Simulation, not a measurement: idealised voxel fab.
Title: Process Module voxel fin reveal
Cross-section cut: width 285 nm, square cells of 5 nm.
For the purposes of this document, a cross-section shall be understood as a grid of square cells, specified as bands listed in top-to-bottom order, each band consisting of one or more rows of cells. Band: top and bottom heights (nm) first, top before bottom; then materials from left to right, widths in nm. "full width" marks a sole material filling the band edge to edge. "blank" denotes empty space. Heights are measured from 0, the level below which the as-received wafer is all one material; the lowest band has no bottom and continues downward, written as in "0 -> down". Quick explanation for "30 to 40": the width changes in equal steps down the rows of cells, from the first number in the band's top row to the second number in its bottom row. Where a step carries "stayed the same", the cross-section came out of it unchanged, cell for cell. Voids not open to the top, 8 cells minimum: see "Closed void catalog". Written width x height at distance; distance is from the left edge; nm. The remark found on a step's line after its settings is issued by the simulator itself and pertains to that step. On any step carrying a mask, the "overlay nm" setting, if present on the step's line, tells how far right of its planned place the mask lay; negative values point to the left.
The following list gives the planned process steps:
step 1: RECEIVE: material Si
step 2: CONFORMAL_DEP: material SiN, thk nm 10
step 3: MASKED_ETCH: tone cover, mask id FINS, width nm 15, pitch nm 35, etch materials SiN, depth nm 10, overlay nm 0
step 4: MASKED_ETCH: tone cover, mask id FINS, width nm 15, pitch nm 35, etch materials Si, depth nm 30, overlay nm 0
step 5: OXIDIZE: depth nm 5
step 6: FILL_DEP: material SiO2, thk nm 15
step 7: CMP: height nm 10
step 8: SELECTIVE_ETCH: etch materials SiO2, depth nm 30
step 9: STRIP: etch materials SiN
Cross-sectional view of the wafer in its as-received condition, corresponding to the state after step 1:
  0 -> down | Si full width
  Closed void catalog: none
Starting structure and process plan are as shown above, but one mistake was made in running the module; the wafer cross-section at the end of the module follows:
  0 -> -20 | blank 120 nm, Si 5 nm, blank 30 nm, Si 5 nm, blank 125 nm
  -20 -> -65 | SiO2 120 nm, Si 5 nm, SiO2 30 nm, Si 5 nm, SiO2 125 nm
  -65 -> down | Si full width
  Closed void catalog: none
Processing error: plan step 4 was twice executed
